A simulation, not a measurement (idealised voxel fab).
The process module that follows is named voxel transistor to metal.
Xsec cut, 290 nm wide, square cell size 5 nm.
Cross-section format: a grid of square cells, given as bands from top to bottom; each band is one or more rows of cells. Top, bottom (nm), then materials left to right with widths (nm); lone material tagged "everywhere" fills the whole band edge to edge; "empty" = empty space. Height reference: 0 = level under which incoming wafer is all one material. Lowest band: no bottom, runs on downward, e.g. "0 down". So if you see something like "30->40" for the width, read it as the top row of the band sitting at the first number and the bottom row at the second, with every row in between moving by the same amount as the last. "no change occurred" -> step changed no cross-section cell. So "Closed voids list" is basically the list of trapped voids: any empty space of 8 cells or more that can't reach the top through an opening. They're written width x height at distance, the distance being from the left edge, and it's all nm. Post-settings text on a step line: simulator's own remark regarding the step. Regarding "overlay nm": on a step with a mask, it is the distance the mask lay to the right of its planned place; a negative value places it to the left.
# plan
1. RECEIVE (material Si)
2. OXIDIZE (depth nm 5)
3. CONFORMAL_DEP (material SiN; thk nm 10)
4. PATTERN (tone cover; mask id ACTIVE; material resist; width nm 100; pitch nm 125; thk nm 20; overlay nm 0)
5. DIRECTIONAL_ETCH (etch materials SiN; depth nm 10)
6. DIRECTIONAL_ETCH (etch materials SiO2; depth nm 5)
7. DIRECTIONAL_ETCH (etch materials Si; depth nm 20)
8. STRIP (etch materials resist)
9. FILL_DEP (material SiO2; thk nm 15)
10. CMP (height nm 10)
11. SELECTIVE_ETCH (etch materials SiO2; depth nm 10)
12. STRIP (etch materials SiN)
13. SELECTIVE_ETCH (etch materials SiO2; depth nm 5)
14. OXIDIZE (depth nm 5)
15. DIRECTIONAL_DEP (material polySi; thk nm 25)
16. DIRECTIONAL_DEP (material SiCN; thk nm 10)
17. DIRECTIONAL_DEP (material aC; thk nm 15)
18. PATTERN (tone cover; mask id GATE; material resist; width nm 20; pitch nm 125; thk nm 35; overlay nm 0)
19. DIRECTIONAL_ETCH (etch materials aC; depth nm 15)
20. STRIP (etch materials resist)
21. DIRECTIONAL_ETCH (etch materials SiCN; depth nm 20)
22. DIRECTIONAL_ETCH (etch materials polySi; depth nm 35)
23. STRIP (etch materials aC)
24. CONFORMAL_DEP (material SiN; thk nm 10)
25. DIRECTIONAL_ETCH (etch materials SiN; depth nm 10)
26. DIRECTIONAL_ETCH (etch materials SiO2; depth nm 5)
27. EPI (material SiGe; thk nm 5)
28. FILL_DEP (material SiO2; thk nm 5)
29. CMP (height nm 30)
30. DIRECTIONAL_DEP (material SiO2; thk nm 15)
31. PATTERN (tone open; mask id CONTACT; material resist; width nm 25; thk nm 15; overlay nm 0)
32. DIRECTIONAL_ETCH (etch materials SiO2; depth nm 50)
33. STRIP (etch materials resist)
34. CONFORMAL_DEP (material TiN; thk nm 5)
35. FILL_DEP (material W; thk nm 10)
36. CMP (height nm 45)
37. DIRECTIONAL_DEP (material TiN; thk nm 5)
38. DIRECTIONAL_DEP (material W; thk nm 20)
39. DIRECTIONAL_DEP (material aC; thk nm 15)
40. PATTERN (tone cover; mask id METAL_1; material resist; width nm 15; thk nm 30; overlay nm 0)
41. DIRECTIONAL_ETCH (etch materials aC; depth nm 15)
42. STRIP (etch materials resist)
43. DIRECTIONAL_ETCH (etch materials W; depth nm 20)
44. DIRECTIONAL_ETCH (etch materials TiN; depth nm 5)
45. STRIP (etch materials aC)
46. CONFORMAL_DEP (material SiN; thk nm 5)
47. FILL_DEP (material SiO2; thk nm 5)
48. CMP (height nm 70)
49. CONFORMAL_DEP (material SiN; thk nm 5)
# The first of a set of two wafers, run to plan
# Cross-sectional view of the wafer in its as-received condition, corresponding to the state after step 1
> 0 down: Si everywhere
> Closed voids list: none
# Cross-section of the wafer subsequent to step 2
> 0 to -5: SiO2 everywhere
> Unchanged below -5.
# Cross-section of the wafer subsequent to step 3
> 10 to 0: SiN everywhere
> Unchanged below 0.
# Cross-section of the wafer subsequent to step 4
> 30 to 10: empty: 30; resist: 100; empty: 25; resist: 100; empty: 35
> Unchanged below 10.
# Cross-section of the wafer subsequent to step 5
> 30 to 10: empty: 30; resist: 100; empty: 25; resist: 100; empty: 35
> 10 to 0: empty: 30; SiN: 100; empty: 25; SiN: 100; empty: 35
> Unchanged below 0.
# Cross-section of the wafer subsequent to step 6
> 30 to 10: empty: 30; resist: 100; empty: 25; resist: 100; empty: 35
> 10 to 0: empty: 30; SiN: 100; empty: 25; SiN: 100; empty: 35
> 0 to -5: empty: 30; SiO2: 100; empty: 25; SiO2: 100; empty: 35
> Unchanged below -5.
# Cross-section of the wafer subsequent to step 7
> 30 to 10: empty: 30; resist: 100; empty: 25; resist: 100; empty: 35
> 10 to 0: empty: 30; SiN: 100; empty: 25; SiN: 100; empty: 35
> 0 to -5: empty: 30; SiO2: 100; empty: 25; SiO2: 100; empty: 35
> -5 to -25: empty: 30; Si: 100; empty: 25; Si: 100; empty: 35
> Unchanged below -25.
# Cross-section of the wafer subsequent to step 8
> 10 to 0: empty: 30; SiN: 100; empty: 25; SiN: 100; empty: 35
> Unchanged below 0.
# Cross-section of the wafer subsequent to step 9
> 25 to 10: SiO2 everywhere
> 10 to 0: SiO2: 30; SiN: 100; SiO2: 25; SiN: 100; SiO2: 35
> 0 to -5: SiO2 everywhere
> -5 to -25: SiO2: 30; Si: 100; SiO2: 25; Si: 100; SiO2: 35
> Unchanged below -25.
# Cross-section of the wafer subsequent to step 10
> 10 to 0: SiO2: 30; SiN: 100; SiO2: 25; SiN: 100; SiO2: 35
> Unchanged below 0.
# Cross-section of the wafer subsequent to step 11
> 10 to 0: empty: 30; SiN: 100; empty: 25; SiN: 100; empty: 35
> Unchanged below 0.
# Cross-section of the wafer subsequent to step 12
> 0 to -5: SiO2 everywhere
> Unchanged below -5.
# Cross-section of the wafer subsequent to step 13
> -5 to -25: SiO2: 30; Si: 100; SiO2: 25; Si: 100; SiO2: 35
> Unchanged below -25.
# Cross-section of the wafer subsequent to step 14
> -5 to -10: SiO2 everywhere
> Unchanged below -10.
# Cross-section of the wafer subsequent to step 15
> 20 to -5: polySi everywhere
> Unchanged below -5.
# Cross-section of the wafer subsequent to step 16
> 30 to 20: SiCN everywhere
> Unchanged below 20.
# Cross-section of the wafer subsequent to step 17
> 45 to 30: aC everywhere
> Unchanged below 30.
# Cross-section of the wafer subsequent to step 18
> 80 to 45: empty: 70; resist: 20; empty: 105; resist: 20; empty: 75
> Unchanged below 45.
# Cross-section of the wafer subsequent to step 19
> 65 to 45: empty: 70; resist: 20; empty: 105; resist: 20; empty: 75
> 45 to 30: empty: 70; aC: 20; empty: 105; aC: 20; empty: 75
> Unchanged below 30.
# Cross-section of the wafer subsequent to step 20
> 45 to 30: empty: 70; aC: 20; empty: 105; aC: 20; empty: 75
> Unchanged below 30.
# Cross-section of the wafer subsequent to step 21
> 45 to 30: empty: 70; aC: 20; empty: 105; aC: 20; empty: 75
> 30 to 20: empty: 70; SiCN: 20; empty: 105; SiCN: 20; empty: 75
> Unchanged below 20.
# Cross-section of the wafer subsequent to step 22
> 45 to 30: empty: 70; aC: 20; empty: 105; aC: 20; empty: 75
> 30 to 20: empty: 70; SiCN: 20; empty: 105; SiCN: 20; empty: 75
> 20 to -5: empty: 70; polySi: 20; empty: 105; polySi: 20; empty: 75
> Unchanged below -5.
# Cross-section of the wafer subsequent to step 23
> 30 to 20: empty: 70; SiCN: 20; empty: 105; SiCN: 20; empty: 75
> Unchanged below 20.
# Cross-section of the wafer subsequent to step 24
> 40 to 30: empty: 60; SiN: 40; empty: 85; SiN: 40; empty: 65
> 30 to 20: empty: 60; SiN: 10; SiCN: 20; SiN: 10; empty: 85; SiN: 10; SiCN: 20; SiN: 10; empty: 65
> 20 to 5: empty: 60; SiN: 10; polySi: 20; SiN: 10; empty: 85; SiN: 10; polySi: 20; SiN: 10; empty: 65
> 5 to -5: SiN: 70; polySi: 20; SiN: 105; polySi: 20; SiN: 75
> Unchanged below -5.
# Cross-section of the wafer subsequent to step 25
> 30 to 20: empty: 60; SiN: 10; SiCN: 20; SiN: 10; empty: 85; SiN: 10; SiCN: 20; SiN: 10; empty: 65
> 20 to -5: empty: 60; SiN: 10; polySi: 20; SiN: 10; empty: 85; SiN: 10; polySi: 20; SiN: 10; empty: 65
> Unchanged below -5.
# Cross-section of the wafer subsequent to step 26
> 30 to 20: empty: 60; SiN: 10; SiCN: 20; SiN: 10; empty: 85; SiN: 10; SiCN: 20; SiN: 10; empty: 65
> 20 to -5: empty: 60; SiN: 10; polySi: 20; SiN: 10; empty: 85; SiN: 10; polySi: 20; SiN: 10; empty: 65
> -5 to -10: empty: 60; SiO2: 40; empty: 85; SiO2: 40; empty: 65
> Unchanged below -10.
# Cross-section of the wafer subsequent to step 27
> 30 to 20: empty: 60; SiN: 10; SiCN: 20; SiN: 10; empty: 85; SiN: 10; SiCN: 20; SiN: 10; empty: 65
> 20 to -5: empty: 60; SiN: 10; polySi: 20; SiN: 10; empty: 85; SiN: 10; polySi: 20; SiN: 10; empty: 65
> -5 to -10: empty: 25; SiGe: 35; SiO2: 40; SiGe: 35; empty: 15; SiGe: 35; SiO2: 40; SiGe: 35; empty: 30
> Unchanged below -10.
# Cross-section of the wafer subsequent to step 28
> 35 to 30: SiO2 everywhere
> 30 to 20: SiO2: 60; SiN: 10; SiCN: 20; SiN: 10; SiO2: 85; SiN: 10; SiCN: 20; SiN: 10; SiO2: 65
> 20 to -5: SiO2: 60; SiN: 10; polySi: 20; SiN: 10; SiO2: 85; SiN: 10; polySi: 20; SiN: 10; SiO2: 65
> -5 to -10: SiO2: 25; SiGe: 35; SiO2: 40; SiGe: 35; SiO2: 15; SiGe: 35; SiO2: 40; SiGe: 35; SiO2: 30
> Unchanged below -10.
# Cross-section of the wafer subsequent to step 29
> 30 to 20: SiO2: 60; SiN: 10; SiCN: 20; SiN: 10; SiO2: 85; SiN: 10; SiCN: 20; SiN: 10; SiO2: 65
> Unchanged below 20.
# Cross-section of the wafer subsequent to step 30
> 45 to 30: SiO2 everywhere
> Unchanged below 30.
# Cross-section of the wafer subsequent to step 31
> 60 to 45: resist: 40; empty: 25; resist: 30; empty: 25; resist: 45; empty: 25; resist: 30; empty: 25; resist: 45
> Unchanged below 45.
# Cross-section of the wafer subsequent to step 32
> 60 to 45: resist: 40; empty: 25; resist: 30; empty: 25; resist: 45; empty: 25; resist: 30; empty: 25; resist: 45
> 45 to 30: SiO2: 40; empty: 25; SiO2: 30; empty: 25; SiO2: 45; empty: 25; SiO2: 30; empty: 25; SiO2: 45
> 30 to 20: SiO2: 40; empty: 20; SiN: 10; SiCN: 20; SiN: 10; empty: 20; SiO2: 45; empty: 20; SiN: 10; SiCN: 20; SiN: 10; empty: 20; SiO2: 45
> 20 to -5: SiO2: 40; empty: 20; SiN: 10; polySi: 20; SiN: 10; empty: 20; SiO2: 45; empty: 20; SiN: 10; polySi: 20; SiN: 10; empty: 20; SiO2: 45
> Unchanged below -5.
# Cross-section of the wafer subsequent to step 33
> 45 to 30: SiO2: 40; empty: 25; SiO2: 30; empty: 25; SiO2: 45; empty: 25; SiO2: 30; empty: 25; SiO2: 45
> Unchanged below 30.
# Cross-section of the wafer subsequent to step 34
> 50 to 45: TiN: 45; empty: 15; TiN: 40; empty: 15; TiN: 55; empty: 15; TiN: 40; empty: 15; TiN: 50
> 45 to 35: SiO2: 40; TiN: 5; empty: 15; TiN: 5; SiO2: 30; TiN: 5; empty: 15; TiN: 5; SiO2: 45; TiN: 5; empty: 15; TiN: 5; SiO2: 30; TiN: 5; empty: 15; TiN: 5; SiO2: 45
> 35 to 30: SiO2: 40; TiN: 5; empty: 10; TiN: 10; SiO2: 30; TiN: 10; empty: 10; TiN: 5; SiO2: 45; TiN: 5; empty: 10; TiN: 10; SiO2: 30; TiN: 10; empty: 10; TiN: 5; SiO2: 45
> 30 to 20: SiO2: 40; TiN: 5; empty: 10; TiN: 5; SiN: 10; SiCN: 20; SiN: 10; TiN: 5; empty: 10; TiN: 5; SiO2: 45; TiN: 5; empty: 10; TiN: 5; SiN: 10; SiCN: 20; SiN: 10; TiN: 5; empty: 10; TiN: 5; SiO2: 45
> 20 to 0: SiO2: 40; TiN: 5; empty: 10; TiN: 5; SiN: 10; polySi: 20; SiN: 10; TiN: 5; empty: 10; TiN: 5; SiO2: 45; TiN: 5; empty: 10; TiN: 5; SiN: 10; polySi: 20; SiN: 10; TiN: 5; empty: 10; TiN: 5; SiO2: 45
> 0 to -5: SiO2: 40; TiN: 20; SiN: 10; polySi: 20; SiN: 10; TiN: 20; SiO2: 45; TiN: 20; SiN: 10; polySi: 20; SiN: 10; TiN: 20; SiO2: 45
> Unchanged below -5.
# Cross-section of the wafer subsequent to step 35
> 60 to 50: W everywhere
> 50 to 45: TiN: 45; W: 15; TiN: 40; W: 15; TiN: 55; W: 15; TiN: 40; W: 15; TiN: 50
> 45 to 35: SiO2: 40; TiN: 5; W: 15; TiN: 5; SiO2: 30; TiN: 5; W: 15; TiN: 5; SiO2: 45; TiN: 5; W: 15; TiN: 5; SiO2: 30; TiN: 5; W: 15; TiN: 5; SiO2: 45
> 35 to 30: SiO2: 40; TiN: 5; W: 10; TiN: 10; SiO2: 30; TiN: 10; W: 10; TiN: 5; SiO2: 45; TiN: 5; W: 10; TiN: 10; SiO2: 30; TiN: 10; W: 10; TiN: 5; SiO2: 45
> 30 to 20: SiO2: 40; TiN: 5; W: 10; TiN: 5; SiN: 10; SiCN: 20; SiN: 10; TiN: 5; W: 10; TiN: 5; SiO2: 45; TiN: 5; W: 10; TiN: 5; SiN: 10; SiCN: 20; SiN: 10; TiN: 5; W: 10; TiN: 5; SiO2: 45
> 20 to 0: SiO2: 40; TiN: 5; W: 10; TiN: 5; SiN: 10; polySi: 20; SiN: 10; TiN: 5; W: 10; TiN: 5; SiO2: 45; TiN: 5; W: 10; TiN: 5; SiN: 10; polySi: 20; SiN: 10; TiN: 5; W: 10; TiN: 5; SiO2: 45
> Unchanged below 0.
# Cross-section of the wafer subsequent to step 36
> 45 to 35: SiO2: 40; TiN: 5; W: 15; TiN: 5; SiO2: 30; TiN: 5; W: 15; TiN: 5; SiO2: 45; TiN: 5; W: 15; TiN: 5; SiO2: 30; TiN: 5; W: 15; TiN: 5; SiO2: 45
> Unchanged below 35.
# Cross-section of the wafer subsequent to step 37
> 50 to 45: TiN everywhere
> Unchanged below 45.
# Cross-section of the wafer subsequent to step 38
> 70 to 50: W everywhere
> Unchanged below 50.
# Cross-section of the wafer subsequent to step 39
> 85 to 70: aC everywhere
> Unchanged below 70.
# Cross-section of the wafer subsequent to step 40
> 115 to 85: empty: 40; resist: 15; empty: 50; resist: 15; empty: 45; resist: 15; empty: 50; resist: 15; empty: 45
> Unchanged below 85.
# Cross-section of the wafer subsequent to step 41
> 100 to 85: empty: 40; resist: 15; empty: 50; resist: 15; empty: 45; resist: 15; empty: 50; resist: 15; empty: 45
> 85 to 70: empty: 40; aC: 15; empty: 50; aC: 15; empty: 45; aC: 15; empty: 50; aC: 15; empty: 45
> Unchanged below 70.
# Cross-section of the wafer subsequent to step 42
> 85 to 70: empty: 40; aC: 15; empty: 50; aC: 15; empty: 45; aC: 15; empty: 50; aC: 15; empty: 45
> Unchanged below 70.
# Cross-section of the wafer subsequent to step 43
> 85 to 70: empty: 40; aC: 15; empty: 50; aC: 15; empty: 45; aC: 15; empty: 50; aC: 15; empty: 45
> 70 to 50: empty: 40; W: 15; empty: 50; W: 15; empty: 45; W: 15; empty: 50; W: 15; empty: 45
> Unchanged below 50.
# Cross-section of the wafer subsequent to step 44
> 85 to 70: empty: 40; aC: 15; empty: 50; aC: 15; empty: 45; aC: 15; empty: 50; aC: 15; empty: 45
> 70 to 50: empty: 40; W: 15; empty: 50; W: 15; empty: 45; W: 15; empty: 50; W: 15; empty: 45
> 50 to 45: empty: 40; TiN: 15; empty: 50; TiN: 15; empty: 45; TiN: 15; empty: 50; TiN: 15; empty: 45
> Unchanged below 45.
# Cross-section of the wafer subsequent to step 45
> 70 to 50: empty: 40; W: 15; empty: 50; W: 15; empty: 45; W: 15; empty: 50; W: 15; empty: 45
> Unchanged below 50.
# Cross-section of the wafer subsequent to step 46
> 75 to 70: empty: 35; SiN: 25; empty: 40; SiN: 25; empty: 35; SiN: 25; empty: 40; SiN: 25; empty: 40
> 70 to 50: empty: 35; SiN: 5; W: 15; SiN: 5; empty: 40; SiN: 5; W: 15; SiN: 5; empty: 35; SiN: 5; W: 15; SiN: 5; empty: 40; SiN: 5; W: 15; SiN: 5; empty: 40
> 50 to 45: SiN: 40; TiN: 15; SiN: 50; TiN: 15; SiN: 45; TiN: 15; SiN: 50; TiN: 15; SiN: 45
> Unchanged below 45.
# Cross-section of the wafer subsequent to step 47
> 80 to 75: SiO2 everywhere
> 75 to 70: SiO2: 35; SiN: 25; SiO2: 40; SiN: 25; SiO2: 35; SiN: 25; SiO2: 40; SiN: 25; SiO2: 40
> 70 to 50: SiO2: 35; SiN: 5; W: 15; SiN: 5; SiO2: 40; SiN: 5; W: 15; SiN: 5; SiO2: 35; SiN: 5; W: 15; SiN: 5; SiO2: 40; SiN: 5; W: 15; SiN: 5; SiO2: 40
> Unchanged below 50.
# Cross-section of the wafer subsequent to step 48
> 70 to 50: SiO2: 35; SiN: 5; W: 15; SiN: 5; SiO2: 40; SiN: 5; W: 15; SiN: 5; SiO2: 35; SiN: 5; W: 15; SiN: 5; SiO2: 40; SiN: 5; W: 15; SiN: 5; SiO2: 40
> Unchanged below 50.
# Cross-section of the wafer subsequent to step 49
> 75 to 70: SiN everywhere
> Unchanged below 70.
# What follows concerns the second wafer, which started out like the first and was meant to follow the very same plan; one mistake crept in when it was run, but everything up to and including step 39 is the same as for the first wafer
# Planned end of step 40: second wafer, cross-section
> 115 to 85: empty: 30; resist: 15; empty: 50; resist: 15; empty: 45; resist: 15; empty: 50; resist: 15; empty: 55
> Unchanged below 85.
# Planned end of step 41: second wafer, cross-section
> 100 to 85: empty: 30; resist: 15; empty: 50; resist: 15; empty: 45; resist: 15; empty: 50; resist: 15; empty: 55
> 85 to 70: empty: 30; aC: 15; empty: 50; aC: 15; empty: 45; aC: 15; empty: 50; aC: 15; empty: 55
> Unchanged below 70.
# Planned end of step 42: second wafer, cross-section
> 85 to 70: empty: 30; aC: 15; empty: 50; aC: 15; empty: 45; aC: 15; empty: 50; aC: 15; empty: 55
> Unchanged below 70.
# Planned end of step 43: second wafer, cross-section
> 85 to 70: empty: 30; aC: 15; empty: 50; aC: 15; empty: 45; aC: 15; empty: 50; aC: 15; empty: 55
> 70 to 50: empty: 30; W: 15; empty: 50; W: 15; empty: 45; W: 15; empty: 50; W: 15; empty: 55
> Unchanged below 50.
# Planned end of step 44: second wafer, cross-section
> 85 to 70: empty: 30; aC: 15; empty: 50; aC: 15; empty: 45; aC: 15; empty: 50; aC: 15; empty: 55
> 70 to 50: empty: 30; W: 15; empty: 50; W: 15; empty: 45; W: 15; empty: 50; W: 15; empty: 55
> 50 to 45: empty: 30; TiN: 15; empty: 50; TiN: 15; empty: 45; TiN: 15; empty: 50; TiN: 15; empty: 55
> Unchanged below 45.
# Planned end of step 45: second wafer, cross-section
> 70 to 50: empty: 30; W: 15; empty: 50; W: 15; empty: 45; W: 15; empty: 50; W: 15; empty: 55
> Unchanged below 50.
# Planned end of step 46: second wafer, cross-section
> 75 to 70: empty: 25; SiN: 25; empty: 40; SiN: 25; empty: 35; SiN: 25; empty: 40; SiN: 25; empty: 50
> 70 to 50: empty: 25; SiN: 5; W: 15; SiN: 5; empty: 40; SiN: 5; W: 15; SiN: 5; empty: 35; SiN: 5; W: 15; SiN: 5; empty: 40; SiN: 5; W: 15; SiN: 5; empty: 50
> 50 to 45: SiN: 30; TiN: 15; SiN: 50; TiN: 15; SiN: 45; TiN: 15; SiN: 50; TiN: 15; SiN: 55
> Unchanged below 45.
# Planned end of step 47: second wafer, cross-section
> 80 to 75: SiO2 everywhere
> 75 to 70: SiO2: 25; SiN: 25; SiO2: 40; SiN: 25; SiO2: 35; SiN: 25; SiO2: 40; SiN: 25; SiO2: 50
> 70 to 50: SiO2: 25; SiN: 5; W: 15; SiN: 5; SiO2: 40; SiN: 5; W: 15; SiN: 5; SiO2: 35; SiN: 5; W: 15; SiN: 5; SiO2: 40; SiN: 5; W: 15; SiN: 5; SiO2: 50
> Unchanged below 50.
# Planned end of step 48: second wafer, cross-section
> 70 to 50: SiO2: 25; SiN: 5; W: 15; SiN: 5; SiO2: 40; SiN: 5; W: 15; SiN: 5; SiO2: 35; SiN: 5; W: 15; SiN: 5; SiO2: 40; SiN: 5; W: 15; SiN: 5; SiO2: 50
> Unchanged below 50.
# Planned end of step 49: second wafer, cross-section
> 75 to 70: SiN everywhere
> Unchanged below 70.
Heads up, the wafer didn't run the way we planned it: step 40 ran differently from the plan; actual operation with settings: PATTERN (tone cover; mask id METAL_1; material resist; width nm 15; thk nm 30; overlay nm -10)
At the end, the second wafer has the same number of cells of each material as the first, but those cells sit in other places.
